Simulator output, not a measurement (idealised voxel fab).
The document below concerns the process module designated voxel capacitor over wiring.
Square cells of 5 nm make up the cross-section cut, whose width is 180 nm.
Cross-section spec: square-cell grid; bands listed top down; each band is one or more rows. Top, bottom (nm), then materials left to right with widths (nm); lone material tagged "everywhere" fills the whole band edge to edge; "empty" = empty space. Where do heights start? At 0: under that level the wafer as delivered is made of one material only. And the lowest band has no floor; it just carries on downward, as in "0 -> down". Graded width ("30->40"): value in top row of band = first number; value in bottom row = second number; row-to-row change constant. Step marked "no change"? Then no cell in the cross-section changed in it. Each empty space that has no open way to the top and spans at least 8 cells appears under "Trapped void list" as width x height at distance, the distance counted from the left edge, all in nm. Post-settings text on a step line: simulator's own remark regarding the step. overlay nm: on a step with a mask, how far right of its planned place the mask lay; negative means left. Pairs ahead. Before: cross-section ahead of one process step. After: cross-section once the step is done, shown to the lowest changed band only. Under each pair: that step, with settings. Caution: pairs may come from different runs of this module on the same starting wafer; a pair follows the pair above only where its "Pre-step cross-section" entry says so.

[Pre-step cross-section]
    0 -> down = Si everywhere
    Trapped void list: none

[Resultant Cross-Section]
    15 -> 0 = SiO2 everywhere
    All layers under 0 are left as they were.
    Trapped void list: none
Going from the before section above to the after section, the step was CONFORMAL_DEP, material SiO2, thk nm 15

Pre-step cross-section: same picture as after in the pair right above, so we don't repeat it.

[Resultant Cross-Section]
    20 -> 15 = TiN everywhere
    All layers under 15 are left as they were.
    Trapped void list: none
Going from the before section above to the after section, the step was DIRECTIONAL_DEP, material TiN, thk nm 5

Pre-step cross-section: same picture as after in the pair right above, so we don't repeat it.

[Resultant Cross-Section]
    40 -> 20 = Ru everywhere
    All layers under 20 are left as they were.
    Trapped void list: none
Going from the before section above to the after section, the step was DIRECTIONAL_DEP, material Ru, thk nm 20

Pre-step cross-section: same picture as after in the pair right above, so we don't repeat it.

[Resultant Cross-Section]
    60 -> 40 = empty 30 nm, resist 25 nm, empty 70 nm, resist 25 nm, empty 30 nm
    All layers under 40 are left as they were.
    Trapped void list: none
Going from the before section above to the after section, the step was PATTERN, tone cover, mask id METAL_1, material resist, width nm 25, pitch nm 95, thk nm 20, overlay nm 0

Pre-step cross-section: same picture as after in the pair right above, so we don't repeat it.

[Resultant Cross-Section]
    60 -> 40 = empty 30 nm, resist 25 nm, empty 70 nm, resist 25 nm, empty 30 nm
    40 -> 20 = empty 30 nm, Ru 25 nm, empty 70 nm, Ru 25 nm, empty 30 nm
    All layers under 20 are left as they were.
    Trapped void list: none
Going from the before section above to the after section, the step was DIRECTIONAL_ETCH, etch materials Ru, depth nm 20

Pre-step cross-section: same picture as after in the pair right above, so we don't repeat it.

[Resultant Cross-Section]
    60 -> 40 = empty 30 nm, resist 25 nm, empty 70 nm, resist 25 nm, empty 30 nm
    40 -> 20 = empty 30 nm, Ru 25 nm, empty 70 nm, Ru 25 nm, empty 30 nm
    20 -> 15 = empty 30 nm, TiN 25 nm, empty 70 nm, TiN 25 nm, empty 30 nm
    All layers under 15 are left as they were.
    Trapped void list: none
Going from the before section above to the after section, the step was DIRECTIONAL_ETCH, etch materials TiN, depth nm 5

Pre-step cross-section: same picture as after in the pair right above, so we don't repeat it.

[Resultant Cross-Section]
    40 -> 20 = empty 30 nm, Ru 25 nm, empty 70 nm, Ru 25 nm, empty 30 nm
    All layers under 20 are left as they were.
    Trapped void list: none
Going from the before section above to the after section, the step was STRIP, etch materials resist

Pre-step cross-section: same picture as after in the pair right above, so we don't repeat it.

[Resultant Cross-Section]
    45 -> 40 = empty 25 nm, SiCN 35 nm, empty 60 nm, SiCN 35 nm, empty 25 nm
    40 -> 20 = empty 25 nm, SiCN 5 nm, Ru 25 nm, SiCN 5 nm, empty 60 nm, SiCN 5 nm, Ru 25 nm, SiCN 5 nm, empty 25 nm
    20 -> 15 = SiCN 30 nm, TiN 25 nm, SiCN 70 nm, TiN 25 nm, SiCN 30 nm
    All layers under 15 are left as they were.
    Trapped void list: none
Going from the before section above to the after section, the step was CONFORMAL_DEP, material SiCN, thk nm 5

Pre-step cross-section: same picture as after in the pair right above, so we don't repeat it.

[Resultant Cross-Section]
    50 -> 45 = lowk everywhere
    45 -> 40 = lowk 25 nm, SiCN 35 nm, lowk 60 nm, SiCN 35 nm, lowk 25 nm
    40 -> 20 = lowk 25 nm, SiCN 5 nm, Ru 25 nm, SiCN 5 nm, lowk 60 nm, SiCN 5 nm, Ru 25 nm, SiCN 5 nm, lowk 25 nm
    All layers under 20 are left as they were.
    Trapped void list: none
Going from the before section above to the after section, the step was FILL_DEP, material lowk, thk nm 5

Pre-step cross-section: same picture as after in the pair right above, so we don't repeat it.

[Resultant Cross-Section]
    40 -> 20 = lowk 25 nm, SiCN 5 nm, Ru 25 nm, SiCN 5 nm, lowk 60 nm, SiCN 5 nm, Ru 25 nm, SiCN 5 nm, lowk 25 nm
    All layers under 20 are left as they were.
    Trapped void list: none
Going from the before section above to the after section, the step was CMP, height nm 40

Pre-step cross-section: same picture as after in the pair right above, so we don't repeat it.

[Resultant Cross-Section]
    45 -> 40 = SiCN everywhere
    All layers under 40 are left as they were.
    Trapped void list: none
Going from the before section above to the after section, the step was CONFORMAL_DEP, material SiCN, thk nm 5

Pre-step cross-section: same picture as after in the pair right above, so we don't repeat it.

[Resultant Cross-Section]
    55 -> 45 = SiO2 everywhere
    All layers under 45 are left as they were.
    Trapped void list: none
Going from the before section above to the after section, the step was DIRECTIONAL_DEP, material SiO2, thk nm 10

Pre-step cross-section: same picture as after in the pair right above, so we don't repeat it.

[Resultant Cross-Section]
    70 -> 55 = aC everywhere
    All layers under 55 are left as they were.
    Trapped void list: none
Going from the before section above to the after section, the step was DIRECTIONAL_DEP, material aC, thk nm 15

Pre-step cross-section: same picture as after in the pair right above, so we don't repeat it.

[Resultant Cross-Section]
    105 -> 70 = resist 40 nm, empty 15 nm, resist 125 nm
    All layers under 70 are left as they were.
    Trapped void list: none
Going from the before section above to the after section, the step was PATTERN, tone open, mask id PLUG_1, material resist, width nm 15, thk nm 35, overlay nm 0

Pre-step cross-section: same picture as after in the pair right above, so we don't repeat it.

[Resultant Cross-Section]
    90 -> 70 = resist 40 nm, empty 15 nm, resist 125 nm
    70 -> 55 = aC 40 nm, empty 15 nm, aC 125 nm
    All layers under 55 are left as they were.
    Trapped void list: none
Going from the before section above to the after section, the step was DIRECTIONAL_ETCH, etch materials aC, depth nm 15

Pre-step cross-section: same picture as after in the pair right above, so we don't repeat it.

[Resultant Cross-Section]
    70 -> 55 = aC 40 nm, empty 15 nm, aC 125 nm
    All layers under 55 are left as they were.
    Trapped void list: none
Going from the before section above to the after section, the step was STRIP, etch materials resist

Pre-step cross-section: same picture as after in the pair right above, so we don't repeat it.

[Resultant Cross-Section]
    70 -> 55 = aC 40 nm, empty 15 nm, aC 125 nm
    55 -> 45 = SiO2 40 nm, empty 15 nm, SiO2 125 nm
    All layers under 45 are left as they were.
    Trapped void list: none
Going from the before section above to the after section, the step was DIRECTIONAL_ETCH, etch materials SiO2, depth nm 10

Pre-step cross-section: same picture as after in the pair right above, so we don't repeat it.

[Resultant Cross-Section]
    70 -> 55 = aC 40 nm, empty 15 nm, aC 125 nm
    55 -> 45 = SiO2 40 nm, empty 15 nm, SiO2 125 nm
    45 -> 40 = SiCN 40 nm, empty 15 nm, SiCN 125 nm
    All layers under 40 are left as they were.
    Trapped void list: none
Going from the before section above to the after section, the step was DIRECTIONAL_ETCH, etch materials SiCN, depth nm 5

Pre-step cross-section: same picture as after in the pair right above, so we don't repeat it.

[Resultant Cross-Section]
    55 -> 45 = SiO2 40 nm, empty 15 nm, SiO2 125 nm
    All layers under 45 are left as they were.
    Trapped void list: none
Going from the before section above to the after section, the step was STRIP, etch materials aC

Pre-step cross-section: same picture as after in the pair right above, so we don't repeat it.

[Resultant Cross-Section]
    55 -> 50 = SiO2 40 nm, empty 15 nm, SiO2 125 nm
    50 -> 45 = SiO2 40 nm, Ru 15 nm, SiO2 125 nm
    45 -> 40 = SiCN 40 nm, Ru 15 nm, SiCN 125 nm
    All layers under 40 are left as they were.
    Trapped void list: none
Going from the before section above to the after section, the step was EPI, material Ru, thk nm 10

Pre-step cross-section: same picture as after in the pair right above, so we don't repeat it.

[Resultant Cross-Section]
    55 -> 45 = SiO2 40 nm, Ru 15 nm, SiO2 125 nm
    All layers under 45 are left as they were.
    Trapped void list: none
Going from the before section above to the after section, the step was EPI, material Ru, thk nm 5

Pre-step cross-section: same picture as after in the pair right above, so we don't repeat it.

[Resultant Cross-Section]
    60 -> 55 = TiN everywhere
    All layers under 55 are left as they were.
    Trapped void list: none
Going from the before section above to the after section, the step was DIRECTIONAL_DEP, material TiN, thk nm 5

Pre-step cross-section: same picture as after in the pair right above, so we don't repeat it.

[Resultant Cross-Section]
    65 -> 60 = HfO2 everywhere
    All layers under 60 are left as they were.
    Trapped void list: none
Going from the before section above to the after section, the step was DIRECTIONAL_DEP, material HfO2, thk nm 5

Pre-step cross-section: same picture as after in the pair right above, so we don't repeat it.

[Resultant Cross-Section]
    70 -> 65 = TiN everywhere
    All layers under 65 are left as they were.
    Trapped void list: none
Going from the before section above to the after section, the step was DIRECTIONAL_DEP, material TiN, thk nm 5

Pre-step cross-section: same picture as after in the pair right above, so we don't repeat it.

[Resultant Cross-Section]
    85 -> 70 = aC everywhere
    All layers under 70 are left as they were.
    Trapped void list: none
Going from the before section above to the after section, the step was DIRECTIONAL_DEP, material aC, thk nm 15

Pre-step cross-section: same picture as after in the pair right above, so we don't repeat it.

[Resultant Cross-Section]
    115 -> 85 = empty 40 nm, resist 75 nm, empty 65 nm
    All layers under 85 are left as they were.
    Trapped void list: none
Going from the before section above to the after section, the step was PATTERN, tone cover, mask id UPPER_PLATE, material resist, width nm 75, thk nm 30, overlay nm 0

Pre-step cross-section: same picture as after in the pair right above, so we don't repeat it.

[Resultant Cross-Section]
    100 -> 85 = empty 40 nm, resist 75 nm, empty 65 nm
    85 -> 70 = empty 40 nm, aC 75 nm, empty 65 nm
    All layers under 70 are left as they were.
    Trapped void list: none
Going from the before section above to the after section, the step was DIRECTIONAL_ETCH, etch materials aC, depth nm 15

Pre-step cross-section: same picture as after in the pair right above, so we don't repeat it.

[Resultant Cross-Section]
    85 -> 70 = empty 40 nm, aC 75 nm, empty 65 nm
    All layers under 70 are left as they were.
    Trapped void list: none
Going from the before section above to the after section, the step was STRIP, etch materials resist

Pre-step cross-section: same picture as after in the pair right above, so we don't repeat it.

[Resultant Cross-Section]
    85 -> 70 = empty 40 nm, aC 75 nm, empty 65 nm
    70 -> 65 = empty 40 nm, TiN 75 nm, empty 65 nm
    All layers under 65 are left as they were.
    Trapped void list: none
Going from the before section above to the after section, the step was DIRECTIONAL_ETCH, etch materials TiN, depth nm 5

Pre-step cross-section: same picture as after in the pair right above, so we don't repeat it.

[Resultant Cross-Section]
    85 -> 70 = empty 40 nm, aC 75 nm, empty 65 nm
    70 -> 65 = empty 40 nm, TiN 75 nm, empty 65 nm
    65 -> 60 = empty 40 nm, HfO2 75 nm, empty 65 nm
    All layers under 60 are left as they were.
    Trapped void list: none
Going from the before section above to the after section, the step was DIRECTIONAL_ETCH, etch materials HfO2, depth nm 5

Pre-step cross-section: same picture as after in the pair right above, so we don't repeat it.

[Resultant Cross-Section]
    70 -> 65 = empty 40 nm, TiN 75 nm, empty 65 nm
    All layers under 65 are left as they were.
    Trapped void list: none
Going from the before section above to the after section, the step was STRIP, etch materials aC

Pre-step cross-section: same picture as after in the pair right above, so we don't repeat it.

[Resultant Cross-Section]
    85 -> 75 = empty 40 nm, aC 75 nm, empty 65 nm
    75 -> 70 = aC everywhere
    70 -> 65 = aC 40 nm, TiN 75 nm, aC 65 nm
    65 -> 60 = aC 40 nm, HfO2 75 nm, aC 65 nm
    All layers under 60 are left as they were.
    Trapped void list: none
Going from the before section above to the after section, the step was DIRECTIONAL_DEP, material aC, thk nm 15

Pre-step cross-section: same picture as after in the pair right above, so we don't repeat it.

[Resultant Cross-Section]
    120 -> 85 = empty 35 nm, resist 85 nm, empty 60 nm
    85 -> 75 = empty 35 nm, resist 5 nm, aC 75 nm, resist 5 nm, empty 60 nm
    All layers under 75 are left as they were.
    Trapped void list: none
Going from the before section above to the after section, the step was PATTERN, tone cover, mask id LOWER_PLATE, material resist, width nm 85, thk nm 35, overlay nm 0

Pre-step cross-section: same picture as after in the pair right above, so we don't repeat it.

[Resultant Cross-Section]
    105 -> 85 = empty 35 nm, resist 85 nm, empty 60 nm
    85 -> 75 = empty 35 nm, resist 5 nm, aC 75 nm, resist 5 nm, empty 60 nm
    75 -> 70 = empty 35 nm, aC 85 nm, empty 60 nm
    70 -> 65 = empty 35 nm, aC 5 nm, TiN 75 nm, aC 5 nm, empty 60 nm
    65 -> 60 = empty 35 nm, aC 5 nm, HfO2 75 nm, aC 5 nm, empty 60 nm
    All layers under 60 are left as they were.
    Trapped void list: none
Going from the before section above to the after section, the step was DIRECTIONAL_ETCH, etch materials aC, depth nm 15

Pre-step cross-section: same picture as after in the pair right above, so we don't repeat it.

[Resultant Cross-Section]
    85 -> 75 = empty 40 nm, aC 75 nm, empty 65 nm
    All layers under 75 are left as they were.
    Trapped void list: none
Going from the before section above to the after section, the step was STRIP, etch materials resist

Pre-step cross-section: same picture as after in the pair right above, so we don't repeat it.

[Resultant Cross-Section]
    85 -> 75 = empty 40 nm, aC 75 nm, empty 65 nm
    75 -> 70 = empty 35 nm, aC 85 nm, empty 60 nm
    70 -> 65 = empty 35 nm, aC 5 nm, TiN 75 nm, aC 5 nm, empty 60 nm
    65 -> 60 = empty 35 nm, aC 5 nm, HfO2 75 nm, aC 5 nm, empty 60 nm
    60 -> 55 = empty 35 nm, TiN 85 nm, empty 60 nm
    All layers under 55 are left as they were.
    Trapped void list: none
Going from the before section above to the after section, the step was DIRECTIONAL_ETCH, etch materials TiN, depth nm 5

Pre-step cross-section: same picture as after in the pair right above, so we don't repeat it.

[Resultant Cross-Section]
    70 -> 65 = empty 40 nm, TiN 75 nm, empty 65 nm
    65 -> 60 = empty 40 nm, HfO2 75 nm, empty 65 nm
    All layers under 60 are left as they were.
    Trapped void list: none
Going from the before section above to the after section, the step was STRIP, etch materials aC

Pre-step cross-section: same picture as after in the pair right above, so we don't repeat it.

[Resultant Cross-Section]
    85 -> 70 = SiO2 everywhere
    70 -> 65 = SiO2 40 nm, TiN 75 nm, SiO2 65 nm
    65 -> 60 = SiO2 40 nm, HfO2 75 nm, SiO2 65 nm
    60 -> 55 = SiO2 35 nm, TiN 85 nm, SiO2 60 nm
    All layers under 55 are left as they were.
    Trapped void list: none
Going from the before section above to the after section, the step was FILL_DEP, material SiO2, thk nm 15

Pre-step cross-section: same picture as after in the pair right above, so we don't repeat it.

[Resultant Cross-Section]
    80 -> 70 = SiO2 everywhere
    All layers under 70 are left as they were.
    Trapped void list: none
Going from the before section above to the after section, the step was CMP, height nm 80

Pre-step cross-section: same picture as after in the pair right above, so we don't repeat it.

[Resultant Cross-Section]
    90 -> 80 = aC everywhere
    All layers under 80 are left as they were.
    Trapped void list: none
Going from the before section above to the after section, the step was DIRECTIONAL_DEP, material aC, thk nm 10

Pre-step cross-section: same picture as after in the pair right above, so we don't repeat it.

[Resultant Cross-Section]
    120 -> 90 = resist 50 nm, empty 15 nm, resist 115 nm
    All layers under 90 are left as they were.
    Trapped void list: none
Going from the before section above to the after section, the step was PATTERN, tone open, mask id PLUG_2, material resist, width nm 15, thk nm 30, overlay nm 0

Pre-step cross-section: same picture as after in the pair right above, so we don't repeat it.

[Resultant Cross-Section]
    110 -> 90 = resist 50 nm, empty 15 nm, resist 115 nm
    90 -> 80 = aC 50 nm, empty 15 nm, aC 115 nm
    All layers under 80 are left as they were.
    Trapped void list: none
Going from the before section above to the after section, the step was DIRECTIONAL_ETCH, etch materials aC, depth nm 10

Pre-step cross-section: same picture as after in the pair right above, so we don't repeat it.

[Resultant Cross-Section]
    90 -> 80 = aC 50 nm, empty 15 nm, aC 115 nm
    All layers under 80 are left as they were.
    Trapped void list: none
Going from the before section above to the after section, the step was STRIP, etch materials resist

Pre-step cross-section: same picture as after in the pair right above, so we don't repeat it.

[Resultant Cross-Section]
    90 -> 80 = aC 50 nm, empty 15 nm, aC 115 nm
    80 -> 70 = SiO2 50 nm, empty 15 nm, SiO2 115 nm
    All layers under 70 are left as they were.
    Trapped void list: none
Going from the before section above to the after section, the step was DIRECTIONAL_ETCH, etch materials SiO2, depth nm 10

Pre-step cross-section: same picture as after in the pair right above, so we don't repeat it.

[Resultant Cross-Section]
    80 -> 70 = SiO2 50 nm, empty 15 nm, SiO2 115 nm
    All layers under 70 are left as they were.
    Trapped void list: none
Going from the before section above to the after section, the step was STRIP, etch materials aC

Pre-step cross-section: same picture as after in the pair right above, so we don't repeat it.

[Resultant Cross-Section]
    85 -> 80 = TiN 55 nm, empty 5 nm, TiN 120 nm
    80 -> 75 = SiO2 50 nm, TiN 5 nm, empty 5 nm, TiN 5 nm, SiO2 115 nm
    75 -> 65 = SiO2 50->40 nm, TiN 15->75 nm, SiO2 115->65 nm
    All layers under 65 are left as they were.
    Trapped void list: none
Going from the before section above to the after section, the step was CONFORMAL_DEP, material TiN, thk nm 5

Pre-step cross-section: same picture as after in the pair right above, so we don't repeat it.

[Resultant Cross-Section]
    95 -> 85 = W everywhere
    85 -> 80 = TiN 55 nm, W 5 nm, TiN 120 nm
    80 -> 75 = SiO2 50 nm, TiN 5 nm, W 5 nm, TiN 5 nm, SiO2 115 nm
    All layers under 75 are left as they were.
    Trapped void list: none
Going from the before section above to the after section, the step was FILL_DEP, material W, thk nm 10

Pre-step cross-section: same picture as after in the pair right above, so we don't repeat it.

[Resultant Cross-Section]
    80 -> 75 = SiO2 50 nm, TiN 5 nm, W 5 nm, TiN 5 nm, SiO2 115 nm
    All layers under 75 are left as they were.
    Trapped void list: none
Going from the before section above to the after section, the step was CMP, height nm 80

Pre-step cross-section: same picture as after in the pair right above, so we don't repeat it.

[Resultant Cross-Section]
    85 -> 80 = SiCN everywhere
    All layers under 80 are left as they were.
    Trapped void list: none
Going from the before section above to the after section, the step was CONFORMAL_DEP, material SiCN, thk nm 5

[Pre-step cross-section]
    15 -> 0 = SiO2 everywhere
    0 -> down = Si everywhere
    Trapped void list: none

[Resultant Cross-Section]
    35 -> 15 = Ru everywhere
    All layers under 15 are left as they were.
    Trapped void list: none
Going from the before section above to the after section, the step was DIRECTIONAL_DEP, material Ru, thk nm 20

Pre-step cross-section: same picture as after in the pair right above, so we don't repeat it.

[Resultant Cross-Section]
    55 -> 35 = empty 30 nm, resist 25 nm, empty 70 nm, resist 25 nm, empty 30 nm
    All layers under 35 are left as they were.
    Trapped void list: none
Going from the before section above to the after section, the step was PATTERN, tone cover, mask id METAL_1, material resist, width nm 25, pitch nm 95, thk nm 20, overlay nm 0

Pre-step cross-section: same picture as after in the pair right above, so we don't repeat it.

[Resultant Cross-Section]
    55 -> 35 = empty 30 nm, resist 25 nm, empty 70 nm, resist 25 nm, empty 30 nm
    35 -> 15 = empty 30 nm, Ru 25 nm, empty 70 nm, Ru 25 nm, empty 30 nm
    All layers under 15 are left as they were.
    Trapped void list: none
Going from the before section above to the after section, the step was DIRECTIONAL_ETCH, etch materials Ru, depth nm 20

Pre-step cross-section: same picture as after in the pair right above, so we don't repeat it.

[Resultant Cross-Section]
    35 -> 15 = empty 30 nm, Ru 25 nm, empty 70 nm, Ru 25 nm, empty 30 nm
    All layers under 15 are left as they were.
    Trapped void list: none
Going from the before section above to the after section, the step was STRIP, etch materials resist

Pre-step cross-section: same picture as after in the pair right above, so we don't repeat it.

[Resultant Cross-Section]
    40 -> 35 = empty 25 nm, SiCN 35 nm, empty 60 nm, SiCN 35 nm, empty 25 nm
    35 -> 20 = empty 25 nm, SiCN 5 nm, Ru 25 nm, SiCN 5 nm, empty 60 nm, SiCN 5 nm, Ru 25 nm, SiCN 5 nm, empty 25 nm
    20 -> 15 = SiCN 30 nm, Ru 25 nm, SiCN 70 nm, Ru 25 nm, SiCN 30 nm
    All layers under 15 are left as they were.
    Trapped void list: none
Going from the before section above to the after section, the step was CONFORMAL_DEP, material SiCN, thk nm 5

Pre-step cross-section: same picture as after in the pair right above, so we don't repeat it.

[Resultant Cross-Section]
    45 -> 40 = lowk everywhere
    40 -> 35 = lowk 25 nm, SiCN 35 nm, lowk 60 nm, SiCN 35 nm, lowk 25 nm
    35 -> 20 = lowk 25 nm, SiCN 5 nm, Ru 25 nm, SiCN 5 nm, lowk 60 nm, SiCN 5 nm, Ru 25 nm, SiCN 5 nm, lowk 25 nm
    All layers under 20 are left as they were.
    Trapped void list: none
Going from the before section above to the after section, the step was FILL_DEP, material lowk, thk nm 5

Pre-step cross-section: same picture as after in the pair right above, so we don't repeat it.

[Resultant Cross-Section]
    40 -> 35 = lowk 25 nm, SiCN 35 nm, lowk 60 nm, SiCN 35 nm, lowk 25 nm
    All layers under 35 are left as they were.
    Trapped void list: none
Going from the before section above to the after section, the step was CMP, height nm 40

Pre-step cross-section: same picture as after in the pair right above, so we don't repeat it.

[Resultant Cross-Section]
    45 -> 40 = SiCN everywhere
    All layers under 40 are left as they were.
    Trapped void list: none
Going from the before section above to the after section, the step was CONFORMAL_DEP, material SiCN, thk nm 5

Pre-step cross-section: same picture as after in the pair right above, so we don't repeat it.

[Resultant Cross-Section]
    55 -> 45 = SiO2 everywhere
    All layers under 45 are left as they were.
    Trapped void list: none
Going from the before section above to the after section, the step was DIRECTIONAL_DEP, material SiO2, thk nm 10

Pre-step cross-section: same picture as after in the pair right above, so we don't repeat it.

[Resultant Cross-Section]
    70 -> 55 = aC everywhere
    All layers under 55 are left as they were.
    Trapped void list: none
Going from the before section above to the after section, the step was DIRECTIONAL_DEP, material aC, thk nm 15

Pre-step cross-section: same picture as after in the pair right above, so we don't repeat it.

[Resultant Cross-Section]
    105 -> 70 = resist 40 nm, empty 15 nm, resist 125 nm
    All layers under 70 are left as they were.
    Trapped void list: none
Going from the before section above to the after section, the step was PATTERN, tone open, mask id PLUG_1, material resist, width nm 15, thk nm 35, overlay nm 0

Pre-step cross-section: same picture as after in the pair right above, so we don't repeat it.

[Resultant Cross-Section]
    90 -> 70 = resist 40 nm, empty 15 nm, resist 125 nm
    70 -> 55 = aC 40 nm, empty 15 nm, aC 125 nm
    All layers under 55 are left as they were.
    Trapped void list: none
Going from the before section above to the after section, the step was DIRECTIONAL_ETCH, etch materials aC, depth nm 15

Pre-step cross-section: same picture as after in the pair right above, so we don't repeat it.

[Resultant Cross-Section]
    70 -> 55 = aC 40 nm, empty 15 nm, aC 125 nm
    All layers under 55 are left as they were.
    Trapped void list: none
Going from the before section above to the after section, the step was STRIP, etch materials resist

Pre-step cross-section: same picture as after in the pair right above, so we don't repeat it.

[Resultant Cross-Section]
    70 -> 55 = aC 40 nm, empty 15 nm, aC 125 nm
    55 -> 45 = SiO2 40 nm, empty 15 nm, SiO2 125 nm
    All layers under 45 are left as they were.
    Trapped void list: none
Going from the before section above to the after section, the step was DIRECTIONAL_ETCH, etch materials SiO2, depth nm 10

Pre-step cross-section: same picture as after in the pair right above, so we don't repeat it.

[Resultant Cross-Section]
    70 -> 55 = aC 40 nm, empty 15 nm, aC 125 nm
    55 -> 45 = SiO2 40 nm, empty 15 nm, SiO2 125 nm
    45 -> 40 = SiCN 40 nm, empty 15 nm, SiCN 125 nm
    All layers under 40 are left as they were.
    Trapped void list: none
Going from the before section above to the after section, the step was DIRECTIONAL_ETCH, etch materials SiCN, depth nm 5

Pre-step cross-section: same picture as after in the pair right above, so we don't repeat it.

[Resultant Cross-Section]
    55 -> 45 = SiO2 40 nm, empty 15 nm, SiO2 125 nm
    All layers under 45 are left as they were.
    Trapped void list: none
Going from the before section above to the after section, the step was STRIP, etch materials aC

Pre-step cross-section: same picture as after in the pair right above, so we don't repeat it.

[Resultant Cross-Section]
    60 -> 55 = TiN 40 nm, empty 15 nm, TiN 125 nm
    55 -> 45 = SiO2 40 nm, empty 15 nm, SiO2 125 nm
    45 -> 40 = SiCN 40 nm, TiN 15 nm, SiCN 125 nm
    All layers under 40 are left as they were.
    Trapped void list: none
Going from the before section above to the after section, the step was DIRECTIONAL_DEP, material TiN, thk nm 5

Pre-step cross-section: same picture as after in the pair right above, so we don't repeat it.

[Resultant Cross-Section]
    65 -> 60 = HfO2 40 nm, empty 15 nm, HfO2 125 nm
    60 -> 55 = TiN 40 nm, empty 15 nm, TiN 125 nm
    55 -> 50 = SiO2 40 nm, empty 15 nm, SiO2 125 nm
    50 -> 45 = SiO2 40 nm, HfO2 15 nm, SiO2 125 nm
    All layers under 45 are left as they were.
    Trapped void list: none
Going from the before section above to the after section, the step was DIRECTIONAL_DEP, material HfO2, thk nm 5

Pre-step cross-section: same picture as after in the pair right above, so we don't repeat it.

[Resultant Cross-Section]
    70 -> 65 = TiN 40 nm, empty 15 nm, TiN 125 nm
    65 -> 60 = HfO2 40 nm, empty 15 nm, HfO2 125 nm
    60 -> 55 = TiN 40 nm, empty 15 nm, TiN 125 nm
    55 -> 50 = SiO2 40 nm, TiN 15 nm, SiO2 125 nm
    All layers under 50 are left as they were.
    Trapped void list: none
Going from the before section above to the after section, the step was DIRECTIONAL_DEP, material TiN, thk nm 5

Pre-step cross-section: same picture as after in the pair right above, so we don't repeat it.

[Resultant Cross-Section]
    85 -> 70 = aC 40 nm, empty 15 nm, aC 125 nm
    70 -> 65 = TiN 40 nm, aC 15 nm, TiN 125 nm
    65 -> 60 = HfO2 40 nm, aC 15 nm, HfO2 125 nm
    60 -> 55 = TiN 40 nm, aC 15 nm, TiN 125 nm
    All layers under 55 are left as they were.
    Trapped void list: none
Going from the before section above to the after section, the step was DIRECTIONAL_DEP, material aC, thk nm 15

Pre-step cross-section: same picture as after in the pair right above, so we don't repeat it.

[Resultant Cross-Section]
    115 -> 85 = empty 40 nm, resist 75 nm, empty 65 nm
    85 -> 70 = aC 40 nm, resist 15 nm, aC 125 nm
    All layers under 70 are left as they were.
    Trapped void list: none
Going from the before section above to the after section, the step was PATTERN, tone cover, mask id UPPER_PLATE, material resist, width nm 75, thk nm 30, overlay nm 0

Pre-step cross-section: same picture as after in the pair right above, so we don't repeat it.

[Resultant Cross-Section]
    100 -> 85 = empty 40 nm, resist 75 nm, empty 65 nm
    85 -> 70 = empty 40 nm, resist 15 nm, aC 60 nm, empty 65 nm
    All layers under 70 are left as they were.
    Trapped void list: none
Going from the before section above to the after section, the step was DIRECTIONAL_ETCH, etch materials aC, depth nm 15

Pre-step cross-section: same picture as after in the pair right above, so we don't repeat it.

[Resultant Cross-Section]
    85 -> 70 = empty 55 nm, aC 60 nm, empty 65 nm
    All layers under 70 are left as they were.
    Trapped void list: none
Going from the before section above to the after section, the step was STRIP, etch materials resist

Pre-step cross-section: same picture as after in the pair right above, so we don't repeat it.

[Resultant Cross-Section]
    85 -> 70 = empty 55 nm, aC 60 nm, empty 65 nm
    70 -> 65 = empty 40 nm, aC 15 nm, TiN 60 nm, empty 65 nm
    All layers under 65 are left as they were.
    Trapped void list: none
Going from the before section above to the after section, the step was DIRECTIONAL_ETCH, etch materials TiN, depth nm 5

Pre-step cross-section: same picture as after in the pair right above, so we don't repeat it.

[Resultant Cross-Section]
    85 -> 70 = empty 55 nm, aC 60 nm, empty 65 nm
    70 -> 65 = empty 40 nm, aC 15 nm, TiN 60 nm, empty 65 nm
    65 -> 60 = empty 40 nm, aC 15 nm, HfO2 60 nm, empty 65 nm
    All layers under 60 are left as they were.
    Trapped void list: none
Going from the before section above to the after section, the step was DIRECTIONAL_ETCH, etch materials HfO2, depth nm 5

Pre-step cross-section: same picture as after in the pair right above, so we don't repeat it.

[Resultant Cross-Section]
    70 -> 65 = empty 55 nm, TiN 60 nm, empty 65 nm
    65 -> 60 = empty 55 nm, HfO2 60 nm, empty 65 nm
    60 -> 55 = TiN 40 nm, empty 15 nm, TiN 125 nm
    All layers under 55 are left as they were.
    Trapped void list: none
Going from the before section above to the after section, the step was STRIP, etch materials aC

Pre-step cross-section: same picture as after in the pair right above, so we don't repeat it.

[Resultant Cross-Section]
    85 -> 75 = empty 55 nm, aC 60 nm, empty 65 nm
    75 -> 70 = aC 40 nm, empty 15 nm, aC 125 nm
    70 -> 65 = aC 55 nm, TiN 60 nm, aC 65 nm
    65 -> 60 = aC 55 nm, HfO2 60 nm, aC 65 nm
    60 -> 55 = TiN 40 nm, aC 15 nm, TiN 125 nm
    All layers under 55 are left as they were.
    Trapped void list: none
Going from the before section above to the after section, the step was DIRECTIONAL_DEP, material aC, thk nm 15

Pre-step cross-section: same picture as after in the pair right above, so we don't repeat it.

[Resultant Cross-Section]
    120 -> 85 = empty 35 nm, resist 85 nm, empty 60 nm
    85 -> 75 = empty 35 nm, resist 20 nm, aC 60 nm, resist 5 nm, empty 60 nm
    75 -> 70 = aC 40 nm, resist 15 nm, aC 125 nm
    All layers under 70 are left as they were.
    Trapped void list: none
Going from the before section above to the after section, the step was PATTERN, tone cover, mask id LOWER_PLATE, material resist, width nm 85, thk nm 35, overlay nm 0

Pre-step cross-section: same picture as after in the pair right above, so we don't repeat it.

[Resultant Cross-Section]
    105 -> 85 = empty 35 nm, resist 85 nm, empty 60 nm
    85 -> 75 = empty 35 nm, resist 20 nm, aC 60 nm, resist 5 nm, empty 60 nm
    75 -> 70 = empty 35 nm, aC 5 nm, resist 15 nm, aC 65 nm, empty 60 nm
    70 -> 65 = empty 35 nm, aC 20 nm, TiN 60 nm, aC 5 nm, empty 60 nm
    65 -> 60 = empty 35 nm, aC 20 nm, HfO2 60 nm, aC 5 nm, empty 60 nm
    All layers under 60 are left as they were.
    Trapped void list: none
Going from the before section above to the after section, the step was DIRECTIONAL_ETCH, etch materials aC, depth nm 15

Pre-step cross-section: same picture as after in the pair right above, so we don't repeat it.

[Resultant Cross-Section]
    85 -> 75 = empty 55 nm, aC 60 nm, empty 65 nm
    75 -> 70 = empty 35 nm, aC 5 nm, empty 15 nm, aC 65 nm, empty 60 nm
    All layers under 70 are left as they were.
    Trapped void list: none
Going from the before section above to the after section, the step was STRIP, etch materials resist
